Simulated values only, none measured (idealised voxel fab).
This section sets out a process module, namely voxel transistor to metal.
This is section cut - it's 155 nm across, gridded in 5 nm square cells.
Reading order for cross-sections: top band down to bottom band. Underlying form: a grid of square cells. Band size: one or more rows of cells. Read a band's entry like this: the first values are the height of its top and the height of its bottom in nm, and what follows is the sequence of materials from left to right, each with its width in nm. Note that "air" is empty space, and that a single material marked "all across" reaches across the band from edge to edge. For the purposes of this specification, 0 denotes the height below which the wafer in its as-received condition is composed wholly of one material, and the lowermost band, lacking a lower limit, extends downward without end, as expressed in "z 0 and below". The notation "30 to 40" denotes a width that varies across the rows of cells in the band, beginning at the first number in the top row, finishing at the second number in the bottom row, and changing by an identical amount from each row to the next. It should be understood that the words "no alteration", when stated for a given step, signify that the cross-section underwent no change in any of its cells during that step. Enclosed voids (no open way to top), threshold 8 cells or more, entry "Sealed void inventory", notation width x height at distance, distance from left edge, nm. If you see something after the settings on a step's line, that's the simulator's own remark about that step. What "overlay nm" on a step's line means: if the step has a mask, that mask lay this far to the right of its planned place, or, when the value is negative, to the left.

Process steps (planned)
step 1: RECEIVE [material Si]
step 2: OXIDIZE [depth nm 5]
step 3: CONFORMAL_DEP [material SiN] [thk nm 10]
step 4: PATTERN [tone cover] [mask id ACTIVE] [material resist] [width nm 100] [thk nm 20] [overlay nm 0]
step 5: DIRECTIONAL_ETCH [etch materials SiN] [depth nm 10]
step 6: DIRECTIONAL_ETCH [etch materials SiO2] [depth nm 5]
step 7: DIRECTIONAL_ETCH [etch materials Si] [depth nm 20]
step 8: STRIP [etch materials resist]
step 9: OXIDIZE [depth nm 5]
step 10: FILL_DEP [material SiO2] [thk nm 5]
step 11: CMP [height nm 10]
step 12: SELECTIVE_ETCH [etch materials SiO2] [depth nm 10]
step 13: STRIP [etch materials SiN]
step 14: SELECTIVE_ETCH [etch materials SiO2] [depth nm 5]
step 15: OXIDIZE [depth nm 5]
step 16: DIRECTIONAL_DEP [material polySi] [thk nm 20]
step 17: DIRECTIONAL_DEP [material SiCN] [thk nm 10]
step 18: PATTERN [tone cover] [mask id GATE] [material resist] [width nm 20] [thk nm 20] [overlay nm 0]
step 19: DIRECTIONAL_ETCH [etch materials SiCN] [depth nm 20]
step 20: DIRECTIONAL_ETCH [etch materials polySi] [depth nm 30]
step 21: STRIP [etch materials resist]
step 22: CONFORMAL_DEP [material SiN] [thk nm 5]
step 23: DIRECTIONAL_ETCH [etch materials SiN] [depth nm 5]
step 24: DIRECTIONAL_ETCH [etch materials SiO2] [depth nm 5]
step 25: DIRECTIONAL_ETCH [etch materials Si] [depth nm 5]
step 26: EPI [material pSi] [thk nm 5]
step 27: FILL_DEP [material SiO2] [thk nm 10]
step 28: CMP [height nm 25]
step 29: DIRECTIONAL_DEP [material SiO2] [thk nm 15]
step 30: PATTERN [tone open] [mask id CONTACT] [material resist] [width nm 30] [pitch nm 60] [thk nm 15] [overlay nm 0]
step 31: DIRECTIONAL_ETCH [etch materials SiO2] [depth nm 50]
step 32: STRIP [etch materials resist]
step 33: CONFORMAL_DEP [material TiN] [thk nm 5]
step 34: FILL_DEP [material Ru] [thk nm 10]
step 35: CMP [height nm 40]
step 36: CONFORMAL_DEP [material SiCN] [thk nm 5]
step 37: DIRECTIONAL_DEP [material SiO2] [thk nm 20]
step 38: DIRECTIONAL_DEP [material aC] [thk nm 10]
step 39: PATTERN [tone open] [mask id METAL_1] [material resist] [width nm 20] [pitch nm 70] [thk nm 25] [overlay nm 0]
step 40: DIRECTIONAL_ETCH [etch materials aC] [depth nm 10]
step 41: STRIP [etch materials resist]
step 42: DIRECTIONAL_ETCH [etch materials SiO2] [depth nm 20]
step 43: DIRECTIONAL_ETCH [etch materials SiCN] [depth nm 5]
step 44: STRIP [etch materials aC]
step 45: CONFORMAL_DEP [material TiN] [thk nm 5]
step 46: FILL_DEP [material Ru] [thk nm 10]
step 47: CMP [height nm 65]
step 48: EPI [material Ru] [thk nm 5]
step 49: FILL_DEP [material SiCN] [thk nm 5]
step 50: DIRECTIONAL_DEP [material lowk] [thk nm 30]
step 51: MASKED_ETCH [tone open] [mask id METAL_2] [width nm 20] [pitch nm 70] [etch materials lowk] [depth nm 15] [overlay nm 0]
step 52: MASKED_ETCH [tone open] [mask id METAL_2_HOLES] [width nm 15] [pitch nm 70] [etch materials lowk] [depth nm 15] [overlay nm 0]
step 53: MASKED_ETCH [tone open] [mask id METAL_2_HOLES] [width nm 15] [pitch nm 70] [etch materials SiCN] [depth nm 5] [overlay nm 0]
step 54: CONFORMAL_DEP [material TiN] [thk nm 5]
step 55: FILL_DEP [material Ru] [thk nm 10]
step 56: CMP [height nm 105]
step 57: CONFORMAL_DEP [material SiN] [thk nm 5]

first wafer, as planned

As-received wafer cross-section (after step 1)
	z 0 and below = Si all across
	Sealed void inventory: none

Take a look at the wafer's cross-section after step 2
	z 0 to -5 = SiO2 all across
	Everything below -5 is unchanged.

Take a look at the wafer's cross-section after step 3
	z 10 to 0 = SiN all across
	Everything below 0 is unchanged.

Take a look at the wafer's cross-section after step 4
	z 30 to 10 = 25 air, then 100 resist, then 30 air
	Everything below 10 is unchanged.

Take a look at the wafer's cross-section after step 5
	z 30 to 10 = 25 air, then 100 resist, then 30 air
	z 10 to 0 = 25 air, then 100 SiN, then 30 air
	Everything below 0 is unchanged.

Take a look at the wafer's cross-section after step 6
	z 30 to 10 = 25 air, then 100 resist, then 30 air
	z 10 to 0 = 25 air, then 100 SiN, then 30 air
	z 0 to -5 = 25 air, then 100 SiO2, then 30 air
	Everything below -5 is unchanged.

Take a look at the wafer's cross-section after step 7
	z 30 to 10 = 25 air, then 100 resist, then 30 air
	z 10 to 0 = 25 air, then 100 SiN, then 30 air
	z 0 to -5 = 25 air, then 100 SiO2, then 30 air
	z -5 to -25 = 25 air, then 100 Si, then 30 air
	Everything below -25 is unchanged.

Take a look at the wafer's cross-section after step 8
	z 10 to 0 = 25 air, then 100 SiN, then 30 air
	Everything below 0 is unchanged.

Take a look at the wafer's cross-section after step 9
	z 10 to 0 = 25 air, then 100 SiN, then 30 air
	z 0 to -5 = 25 air, then 100 SiO2, then 30 air
	z -5 to -25 = 25 air, then 5 SiO2, then 90 Si, then 5 SiO2, then 30 air
	z -25 to -30 = 30 SiO2, then 90 Si, then 35 SiO2
	Everything below -30 is unchanged.

Take a look at the wafer's cross-section after step 10
	z 15 to 10 = SiO2 all across
	z 10 to 0 = 25 SiO2, then 100 SiN, then 30 SiO2
	z 0 to -5 = SiO2 all across
	z -5 to -30 = 30 SiO2, then 90 Si, then 35 SiO2
	Everything below -30 is unchanged.

Take a look at the wafer's cross-section after step 11
	z 10 to 0 = 25 SiO2, then 100 SiN, then 30 SiO2
	Everything below 0 is unchanged.

Take a look at the wafer's cross-section after step 12
	z 10 to 0 = 25 air, then 100 SiN, then 30 air
	Everything below 0 is unchanged.

Take a look at the wafer's cross-section after step 13
	z 0 to -5 = SiO2 all across
	Everything below -5 is unchanged.

Take a look at the wafer's cross-section after step 14
	z -5 to -30 = 30 SiO2, then 90 Si, then 35 SiO2
	Everything below -30 is unchanged.

Take a look at the wafer's cross-section after step 15
	z -5 to -10 = SiO2 all across
	Everything below -10 is unchanged.

Take a look at the wafer's cross-section after step 16
	z 15 to -5 = polySi all across
	Everything below -5 is unchanged.

Take a look at the wafer's cross-section after step 17
	z 25 to 15 = SiCN all across
	Everything below 15 is unchanged.

Take a look at the wafer's cross-section after step 18
	z 45 to 25 = 65 air, then 20 resist, then 70 air
	Everything below 25 is unchanged.

Take a look at the wafer's cross-section after step 19
	z 45 to 25 = 65 air, then 20 resist, then 70 air
	z 25 to 15 = 65 air, then 20 SiCN, then 70 air
	Everything below 15 is unchanged.

Take a look at the wafer's cross-section after step 20
	z 45 to 25 = 65 air, then 20 resist, then 70 air
	z 25 to 15 = 65 air, then 20 SiCN, then 70 air
	z 15 to -5 = 65 air, then 20 polySi, then 70 air
	Everything below -5 is unchanged.

Take a look at the wafer's cross-section after step 21
	z 25 to 15 = 65 air, then 20 SiCN, then 70 air
	Everything below 15 is unchanged.

Take a look at the wafer's cross-section after step 22
	z 30 to 25 = 60 air, then 30 SiN, then 65 air
	z 25 to 15 = 60 air, then 5 SiN, then 20 SiCN, then 5 SiN, then 65 air
	z 15 to 0 = 60 air, then 5 SiN, then 20 polySi, then 5 SiN, then 65 air
	z 0 to -5 = 65 SiN, then 20 polySi, then 70 SiN
	Everything below -5 is unchanged.

Take a look at the wafer's cross-section after step 23
	z 25 to 15 = 60 air, then 5 SiN, then 20 SiCN, then 5 SiN, then 65 air
	z 15 to -5 = 60 air, then 5 SiN, then 20 polySi, then 5 SiN, then 65 air
	Everything below -5 is unchanged.

Take a look at the wafer's cross-section after step 24
	z 25 to 15 = 60 air, then 5 SiN, then 20 SiCN, then 5 SiN, then 65 air
	z 15 to -5 = 60 air, then 5 SiN, then 20 polySi, then 5 SiN, then 65 air
	z -5 to -10 = 60 air, then 30 SiO2, then 65 air
	Everything below -10 is unchanged.

Take a look at the wafer's cross-section after step 25
	z 25 to 15 = 60 air, then 5 SiN, then 20 SiCN, then 5 SiN, then 65 air
	z 15 to -5 = 60 air, then 5 SiN, then 20 polySi, then 5 SiN, then 65 air
	z -5 to -10 = 60 air, then 30 SiO2, then 65 air
	z -10 to -15 = 30 SiO2, then 30 air, then 30 Si, then 30 air, then 35 SiO2
	Everything below -15 is unchanged.

Take a look at the wafer's cross-section after step 26
	z 25 to 15 = 60 air, then 5 SiN, then 20 SiCN, then 5 SiN, then 65 air
	z 15 to -5 = 60 air, then 5 SiN, then 20 polySi, then 5 SiN, then 65 air
	z -5 to -10 = 55 air, then 5 pSi, then 30 SiO2, then 5 pSi, then 60 air
	z -10 to -15 = 30 SiO2, then 30 pSi, then 30 Si, then 30 pSi, then 35 SiO2
	Everything below -15 is unchanged.

Take a look at the wafer's cross-section after step 27
	z 35 to 25 = SiO2 all across
	z 25 to 15 = 60 SiO2, then 5 SiN, then 20 SiCN, then 5 SiN, then 65 SiO2
	z 15 to -5 = 60 SiO2, then 5 SiN, then 20 polySi, then 5 SiN, then 65 SiO2
	z -5 to -10 = 55 SiO2, then 5 pSi, then 30 SiO2, then 5 pSi, then 60 SiO2
	Everything below -10 is unchanged.

Take a look at the wafer's cross-section after step 28
	z 25 to 15 = 60 SiO2, then 5 SiN, then 20 SiCN, then 5 SiN, then 65 SiO2
	Everything below 15 is unchanged.

Take a look at the wafer's cross-section after step 29
	z 40 to 25 = SiO2 all across
	Everything below 25 is unchanged.

Take a look at the wafer's cross-section after step 30
	z 55 to 40 = 30 resist, then 30 air, then 30 resist, then 30 air, then 35 resist
	Everything below 40 is unchanged.

Take a look at the wafer's cross-section after step 31
	z 55 to 40 = 30 resist, then 30 air, then 30 resist, then 30 air, then 35 resist
	z 40 to 25 = 30 SiO2, then 30 air, then 30 SiO2, then 30 air, then 35 SiO2
	z 25 to 15 = 30 SiO2, then 30 air, then 5 SiN, then 20 SiCN, then 5 SiN, then 30 air, then 35 SiO2
	z 15 to -5 = 30 SiO2, then 30 air, then 5 SiN, then 20 polySi, then 5 SiN, then 30 air, then 35 SiO2
	z -5 to -10 = 30 SiO2, then 25 air, then 5 pSi, then 30 SiO2, then 5 pSi, then 25 air, then 35 SiO2
	Everything below -10 is unchanged.

Take a look at the wafer's cross-section after step 32
	z 40 to 25 = 30 SiO2, then 30 air, then 30 SiO2, then 30 air, then 35 SiO2
	Everything below 25 is unchanged.

Take a look at the wafer's cross-section after step 33
	z 45 to 40 = 35 TiN, then 20 air, then 40 TiN, then 20 air, then 40 TiN
	z 40 to 25 = 30 SiO2, then 5 TiN, then 20 air, then 5 TiN, then 30 SiO2, then 5 TiN, then 20 air, then 5 TiN, then 35 SiO2
	z 25 to 15 = 30 SiO2, then 5 TiN, then 20 air, then 5 TiN, then 5 SiN, then 20 SiCN, then 5 SiN, then 5 TiN, then 20 air, then 5 TiN, then 35 SiO2
	z 15 to 0 = 30 SiO2, then 5 TiN, then 20 air, then 5 TiN, then 5 SiN, then 20 polySi, then 5 SiN, then 5 TiN, then 20 air, then 5 TiN, then 35 SiO2
	z 0 to -5 = 30 SiO2, then 5 TiN, then 15 air, then 10 TiN, then 5 SiN, then 20 polySi, then 5 SiN, then 10 TiN, then 15 air, then 5 TiN, then 35 SiO2
	z -5 to -10 = 30 SiO2, then 25 TiN, then 5 pSi, then 30 SiO2, then 5 pSi, then 25 TiN, then 35 SiO2
	Everything below -10 is unchanged.

Take a look at the wafer's cross-section after step 34
	z 55 to 45 = Ru all across
	z 45 to 40 = 35 TiN, then 20 Ru, then 40 TiN, then 20 Ru, then 40 TiN
	z 40 to 25 = 30 SiO2, then 5 TiN, then 20 Ru, then 5 TiN, then 30 SiO2, then 5 TiN, then 20 Ru, then 5 TiN, then 35 SiO2
	z 25 to 15 = 30 SiO2, then 5 TiN, then 20 Ru, then 5 TiN, then 5 SiN, then 20 SiCN, then 5 SiN, then 5 TiN, then 20 Ru, then 5 TiN, then 35 SiO2
	z 15 to 0 = 30 SiO2, then 5 TiN, then 20 Ru, then 5 TiN, then 5 SiN, then 20 polySi, then 5 SiN, then 5 TiN, then 20 Ru, then 5 TiN, then 35 SiO2
	z 0 to -5 = 30 SiO2, then 5 TiN, then 15 Ru, then 10 TiN, then 5 SiN, then 20 polySi, then 5 SiN, then 10 TiN, then 15 Ru, then 5 TiN, then 35 SiO2
	Everything below -5 is unchanged.

Take a look at the wafer's cross-section after step 35
	z 40 to 25 = 30 SiO2, then 5 TiN, then 20 Ru, then 5 TiN, then 30 SiO2, then 5 TiN, then 20 Ru, then 5 TiN, then 35 SiO2
	Everything below 25 is unchanged.

Take a look at the wafer's cross-section after step 36
	z 45 to 40 = SiCN all across
	Everything below 40 is unchanged.

Take a look at the wafer's cross-section after step 37
	z 65 to 45 = SiO2 all across
	Everything below 45 is unchanged.

Take a look at the wafer's cross-section after step 38
	z 75 to 65 = aC all across
	Everything below 65 is unchanged.

Take a look at the wafer's cross-section after step 39
	z 100 to 75 = 30 resist, then 20 air, then 50 resist, then 20 air, then 35 resist
	Everything below 75 is unchanged.

Take a look at the wafer's cross-section after step 40
	z 90 to 75 = 30 resist, then 20 air, then 50 resist, then 20 air, then 35 resist
	z 75 to 65 = 30 aC, then 20 air, then 50 aC, then 20 air, then 35 aC
	Everything below 65 is unchanged.

Take a look at the wafer's cross-section after step 41
	z 75 to 65 = 30 aC, then 20 air, then 50 aC, then 20 air, then 35 aC
	Everything below 65 is unchanged.

Take a look at the wafer's cross-section after step 42
	z 75 to 65 = 30 aC, then 20 air, then 50 aC, then 20 air, then 35 aC
	z 65 to 45 = 30 SiO2, then 20 air, then 50 SiO2, then 20 air, then 35 SiO2
	Everything below 45 is unchanged.

Take a look at the wafer's cross-section after step 43
	z 75 to 65 = 30 aC, then 20 air, then 50 aC, then 20 air, then 35 aC
	z 65 to 45 = 30 SiO2, then 20 air, then 50 SiO2, then 20 air, then 35 SiO2
	z 45 to 40 = 30 SiCN, then 20 air, then 50 SiCN, then 20 air, then 35 SiCN
	Everything below 40 is unchanged.

Take a look at the wafer's cross-section after step 44
	z 65 to 45 = 30 SiO2, then 20 air, then 50 SiO2, then 20 air, then 35 SiO2
	Everything below 45 is unchanged.

Take a look at the wafer's cross-section after step 45
	z 70 to 65 = 35 TiN, then 10 air, then 60 TiN, then 10 air, then 40 TiN
	z 65 to 45 = 30 SiO2, then 5 TiN, then 10 air, then 5 TiN, then 50 SiO2, then 5 TiN, then 10 air, then 5 TiN, then 35 SiO2
	z 45 to 40 = 30 SiCN, then 20 TiN, then 50 SiCN, then 20 TiN, then 35 SiCN
	Everything below 40 is unchanged.

Take a look at the wafer's cross-section after step 46
	z 80 to 70 = Ru all across
	z 70 to 65 = 35 TiN, then 10 Ru, then 60 TiN, then 10 Ru, then 40 TiN
	z 65 to 45 = 30 SiO2, then 5 TiN, then 10 Ru, then 5 TiN, then 50 SiO2, then 5 TiN, then 10 Ru, then 5 TiN, then 35 SiO2
	Everything below 45 is unchanged.

Take a look at the wafer's cross-section after step 47
	z 65 to 45 = 30 SiO2, then 5 TiN, then 10 Ru, then 5 TiN, then 50 SiO2, then 5 TiN, then 10 Ru, then 5 TiN, then 35 SiO2
	Everything below 45 is unchanged.

Take a look at the wafer's cross-section after step 48
	z 70 to 65 = 25 air, then 30 Ru, then 40 air, then 30 Ru, then 30 air
	Everything below 65 is unchanged.

Take a look at the wafer's cross-section after step 49
	z 75 to 70 = SiCN all across
	z 70 to 65 = 25 SiCN, then 30 Ru, then 40 SiCN, then 30 Ru, then 30 SiCN
	Everything below 65 is unchanged.

Take a look at the wafer's cross-section after step 50
	z 105 to 75 = lowk all across
	Everything below 75 is unchanged.

Take a look at the wafer's cross-section after step 51
	z 105 to 90 = 30 lowk, then 20 air, then 50 lowk, then 20 air, then 35 lowk
	Everything below 90 is unchanged.

Take a look at the wafer's cross-section after step 52
	z 105 to 90 = 30 lowk, then 20 air, then 50 lowk, then 20 air, then 35 lowk
	z 90 to 75 = 30 lowk, then 15 air, then 55 lowk, then 15 air, then 40 lowk
	Everything below 75 is unchanged.

Take a look at the wafer's cross-section after step 53
	z 105 to 90 = 30 lowk, then 20 air, then 50 lowk, then 20 air, then 35 lowk
	z 90 to 75 = 30 lowk, then 15 air, then 55 lowk, then 15 air, then 40 lowk
	z 75 to 70 = 30 SiCN, then 15 air, then 55 SiCN, then 15 air, then 40 SiCN
	Everything below 70 is unchanged.

Take a look at the wafer's cross-section after step 54
	z 110 to 105 = 35 TiN, then 10 air, then 60 TiN, then 10 air, then 40 TiN
	z 105 to 95 = 30 lowk, then 5 TiN, then 10 air, then 5 TiN, then 50 lowk, then 5 TiN, then 10 air, then 5 TiN, then 35 lowk
	z 95 to 90 = 30 lowk, then 5 TiN, then 5 air, then 10 TiN, then 50 lowk, then 5 TiN, then 5 air, then 10 TiN, then 35 lowk
	z 90 to 75 = 30 lowk, then 5 TiN, then 5 air, then 5 TiN, then 55 lowk, then 5 TiN, then 5 air, then 5 TiN, then 40 lowk
	z 75 to 70 = 30 SiCN, then 15 TiN, then 55 SiCN, then 15 TiN, then 40 SiCN
	Everything below 70 is unchanged.

Take a look at the wafer's cross-section after step 55
	z 120 to 110 = Ru all across
	z 110 to 105 = 35 TiN, then 10 Ru, then 60 TiN, then 10 Ru, then 40 TiN
	z 105 to 95 = 30 lowk, then 5 TiN, then 10 Ru, then 5 TiN, then 50 lowk, then 5 TiN, then 10 Ru, then 5 TiN, then 35 lowk
	z 95 to 90 = 30 lowk, then 5 TiN, then 5 Ru, then 10 TiN, then 50 lowk, then 5 TiN, then 5 Ru, then 10 TiN, then 35 lowk
	z 90 to 75 = 30 lowk, then 5 TiN, then 5 Ru, then 5 TiN, then 55 lowk, then 5 TiN, then 5 Ru, then 5 TiN, then 40 lowk
	Everything below 75 is unchanged.

Take a look at the wafer's cross-section after step 56
	z 105 to 95 = 30 lowk, then 5 TiN, then 10 Ru, then 5 TiN, then 50 lowk, then 5 TiN, then 10 Ru, then 5 TiN, then 35 lowk
	Everything below 95 is unchanged.

Take a look at the wafer's cross-section after step 57
	z 110 to 105 = SiN all across
	Everything below 105 is unchanged.

Companion wafer, the second of two: same beginning, same intended sequence, one mistake in carrying it out; through step 29 inclusive it tracks the first exactly

Second wafer, cross-section, planned end of step 30
	z 55 to 40 = 25 resist, then 30 air, then 30 resist, then 30 air, then 40 resist
	Everything below 40 is unchanged.

Second wafer, cross-section, planned end of step 31
	z 55 to 40 = 25 resist, then 30 air, then 30 resist, then 30 air, then 40 resist
	z 40 to 25 = 25 SiO2, then 30 air, then 30 SiO2, then 30 air, then 40 SiO2
	z 25 to 15 = 25 SiO2, then 30 air, then 5 SiO2, then 5 SiN, then 20 SiCN, then 5 SiN, then 25 air, then 40 SiO2
	z 15 to -5 = 25 SiO2, then 30 air, then 5 SiO2, then 5 SiN, then 20 polySi, then 5 SiN, then 25 air, then 40 SiO2
	z -5 to -10 = 25 SiO2, then 30 air, then 5 pSi, then 30 SiO2, then 5 pSi, then 20 air, then 40 SiO2
	Everything below -10 is unchanged.

Second wafer, cross-section, planned end of step 32
	z 40 to 25 = 25 SiO2, then 30 air, then 30 SiO2, then 30 air, then 40 SiO2
	Everything below 25 is unchanged.

Second wafer, cross-section, planned end of step 33
	z 45 to 40 = 30 TiN, then 20 air, then 40 TiN, then 20 air, then 45 TiN
	z 40 to 30 = 25 SiO2, then 5 TiN, then 20 air, then 5 TiN, then 30 SiO2, then 5 TiN, then 20 air, then 5 TiN, then 40 SiO2
	z 30 to 25 = 25 SiO2, then 5 TiN, then 20 air, then 5 TiN, then 30 SiO2, then 10 TiN, then 15 air, then 5 TiN, then 40 SiO2
	z 25 to 15 = 25 SiO2, then 5 TiN, then 20 air, then 5 TiN, then 5 SiO2, then 5 SiN, then 20 SiCN, then 5 SiN, then 5 TiN, then 15 air, then 5 TiN, then 40 SiO2
	z 15 to 0 = 25 SiO2, then 5 TiN, then 20 air, then 5 TiN, then 5 SiO2, then 5 SiN, then 20 polySi, then 5 SiN, then 5 TiN, then 15 air, then 5 TiN, then 40 SiO2
	z 0 to -5 = 25 SiO2, then 5 TiN, then 20 air, then 5 TiN, then 5 SiO2, then 5 SiN, then 20 polySi, then 5 SiN, then 10 TiN, then 10 air, then 5 TiN, then 40 SiO2
	z -5 to -10 = 25 SiO2, then 30 TiN, then 5 pSi, then 30 SiO2, then 5 pSi, then 20 TiN, then 40 SiO2
	Everything below -10 is unchanged.

Second wafer, cross-section, planned end of step 34
	z 55 to 45 = Ru all across
	z 45 to 40 = 30 TiN, then 20 Ru, then 40 TiN, then 20 Ru, then 45 TiN
	z 40 to 30 = 25 SiO2, then 5 TiN, then 20 Ru, then 5 TiN, then 30 SiO2, then 5 TiN, then 20 Ru, then 5 TiN, then 40 SiO2
	z 30 to 25 = 25 SiO2, then 5 TiN, then 20 Ru, then 5 TiN, then 30 SiO2, then 10 TiN, then 15 Ru, then 5 TiN, then 40 SiO2
	z 25 to 15 = 25 SiO2, then 5 TiN, then 20 Ru, then 5 TiN, then 5 SiO2, then 5 SiN, then 20 SiCN, then 5 SiN, then 5 TiN, then 15 Ru, then 5 TiN, then 40 SiO2
	z 15 to 0 = 25 SiO2, then 5 TiN, then 20 Ru, then 5 TiN, then 5 SiO2, then 5 SiN, then 20 polySi, then 5 SiN, then 5 TiN, then 15 Ru, then 5 TiN, then 40 SiO2
	z 0 to -5 = 25 SiO2, then 5 TiN, then 20 Ru, then 5 TiN, then 5 SiO2, then 5 SiN, then 20 polySi, then 5 SiN, then 10 TiN, then 10 Ru, then 5 TiN, then 40 SiO2
	Everything below -5 is unchanged.

Second wafer, cross-section, planned end of step 35
	z 40 to 30 = 25 SiO2, then 5 TiN, then 20 Ru, then 5 TiN, then 30 SiO2, then 5 TiN, then 20 Ru, then 5 TiN, then 40 SiO2
	Everything below 30 is unchanged.

Second wafer, cross-section, planned end of step 36
	z 45 to 40 = SiCN all across
	Everything below 40 is unchanged.

Second wafer, cross-section, planned end of step 37
	z 65 to 45 = SiO2 all across
	Everything below 45 is unchanged.

Second wafer, cross-section, planned end of step 38
	z 75 to 65 = aC all across
	Everything below 65 is unchanged.

Second wafer, cross-section, planned end of step 39
	z 100 to 75 = 30 resist, then 20 air, then 50 resist, then 20 air, then 35 resist
	Everything below 75 is unchanged.

Second wafer, cross-section, planned end of step 40
	z 90 to 75 = 30 resist, then 20 air, then 50 resist, then 20 air, then 35 resist
	z 75 to 65 = 30 aC, then 20 air, then 50 aC, then 20 air, then 35 aC
	Everything below 65 is unchanged.

Second wafer, cross-section, planned end of step 41
	z 75 to 65 = 30 aC, then 20 air, then 50 aC, then 20 air, then 35 aC
	Everything below 65 is unchanged.

Second wafer, cross-section, planned end of step 42
	z 75 to 65 = 30 aC, then 20 air, then 50 aC, then 20 air, then 35 aC
	z 65 to 45 = 30 SiO2, then 20 air, then 50 SiO2, then 20 air, then 35 SiO2
	Everything below 45 is unchanged.

Second wafer, cross-section, planned end of step 43
	z 75 to 65 = 30 aC, then 20 air, then 50 aC, then 20 air, then 35 aC
	z 65 to 45 = 30 SiO2, then 20 air, then 50 SiO2, then 20 air, then 35 SiO2
	z 45 to 40 = 30 SiCN, then 20 air, then 50 SiCN, then 20 air, then 35 SiCN
	Everything below 40 is unchanged.

Second wafer, cross-section, planned end of step 44
	z 65 to 45 = 30 SiO2, then 20 air, then 50 SiO2, then 20 air, then 35 SiO2
	Everything below 45 is unchanged.

Second wafer, cross-section, planned end of step 45
	z 70 to 65 = 35 TiN, then 10 air, then 60 TiN, then 10 air, then 40 TiN
	z 65 to 45 = 30 SiO2, then 5 TiN, then 10 air, then 5 TiN, then 50 SiO2, then 5 TiN, then 10 air, then 5 TiN, then 35 SiO2
	z 45 to 40 = 30 SiCN, then 20 TiN, then 50 SiCN, then 20 TiN, then 35 SiCN
	Everything below 40 is unchanged.

Second wafer, cross-section, planned end of step 46
	z 80 to 70 = Ru all across
	z 70 to 65 = 35 TiN, then 10 Ru, then 60 TiN, then 10 Ru, then 40 TiN
	z 65 to 45 = 30 SiO2, then 5 TiN, then 10 Ru, then 5 TiN, then 50 SiO2, then 5 TiN, then 10 Ru, then 5 TiN, then 35 SiO2
	Everything below 45 is unchanged.

Second wafer, cross-section, planned end of step 47
	z 65 to 45 = 30 SiO2, then 5 TiN, then 10 Ru, then 5 TiN, then 50 SiO2, then 5 TiN, then 10 Ru, then 5 TiN, then 35 SiO2
	Everything below 45 is unchanged.

Second wafer, cross-section, planned end of step 48
	z 70 to 65 = 25 air, then 30 Ru, then 40 air, then 30 Ru, then 30 air
	Everything below 65 is unchanged.

Second wafer, cross-section, planned end of step 49
	z 75 to 70 = SiCN all across
	z 70 to 65 = 25 SiCN, then 30 Ru, then 40 SiCN, then 30 Ru, then 30 SiCN
	Everything below 65 is unchanged.

Second wafer, cross-section, planned end of step 50
	z 105 to 75 = lowk all across
	Everything below 75 is unchanged.

Second wafer, cross-section, planned end of step 51
	z 105 to 90 = 30 lowk, then 20 air, then 50 lowk, then 20 air, then 35 lowk
	Everything below 90 is unchanged.

Second wafer, cross-section, planned end of step 52
	z 105 to 90 = 30 lowk, then 20 air, then 50 lowk, then 20 air, then 35 lowk
	z 90 to 75 = 30 lowk, then 15 air, then 55 lowk, then 15 air, then 40 lowk
	Everything below 75 is unchanged.

Second wafer, cross-section, planned end of step 53
	z 105 to 90 = 30 lowk, then 20 air, then 50 lowk, then 20 air, then 35 lowk
	z 90 to 75 = 30 lowk, then 15 air, then 55 lowk, then 15 air, then 40 lowk
	z 75 to 70 = 30 SiCN, then 15 air, then 55 SiCN, then 15 air, then 40 SiCN
	Everything below 70 is unchanged.

Second wafer, cross-section, planned end of step 54
	z 110 to 105 = 35 TiN, then 10 air, then 60 TiN, then 10 air, then 40 TiN
	z 105 to 95 = 30 lowk, then 5 TiN, then 10 air, then 5 TiN, then 50 lowk, then 5 TiN, then 10 air, then 5 TiN, then 35 lowk
	z 95 to 90 = 30 lowk, then 5 TiN, then 5 air, then 10 TiN, then 50 lowk, then 5 TiN, then 5 air, then 10 TiN, then 35 lowk
	z 90 to 75 = 30 lowk, then 5 TiN, then 5 air, then 5 TiN, then 55 lowk, then 5 TiN, then 5 air, then 5 TiN, then 40 lowk
	z 75 to 70 = 30 SiCN, then 15 TiN, then 55 SiCN, then 15 TiN, then 40 SiCN
	Everything below 70 is unchanged.

Second wafer, cross-section, planned end of step 55
	z 120 to 110 = Ru all across
	z 110 to 105 = 35 TiN, then 10 Ru, then 60 TiN, then 10 Ru, then 40 TiN
	z 105 to 95 = 30 lowk, then 5 TiN, then 10 Ru, then 5 TiN, then 50 lowk, then 5 TiN, then 10 Ru, then 5 TiN, then 35 lowk
	z 95 to 90 = 30 lowk, then 5 TiN, then 5 Ru, then 10 TiN, then 50 lowk, then 5 TiN, then 5 Ru, then 10 TiN, then 35 lowk
	z 90 to 75 = 30 lowk, then 5 TiN, then 5 Ru, then 5 TiN, then 55 lowk, then 5 TiN, then 5 Ru, then 5 TiN, then 40 lowk
	Everything below 75 is unchanged.

Second wafer, cross-section, planned end of step 56
	z 105 to 95 = 30 lowk, then 5 TiN, then 10 Ru, then 5 TiN, then 50 lowk, then 5 TiN, then 10 Ru, then 5 TiN, then 35 lowk
	Everything below 95 is unchanged.

Second wafer, cross-section, planned end of step 57
	z 110 to 105 = SiN all across
	Everything below 105 is unchanged.
Misprocessing identified: step 30 did not happen as planned, as run it was PATTERN [tone open] [mask id CONTACT] [material resist] [width nm 30] [pitch nm 60] [thk nm 15] [overlay nm -5]
Final difference in cells, second wafer against first, listed per material as more or fewer: Ru -6; SiO2 +6
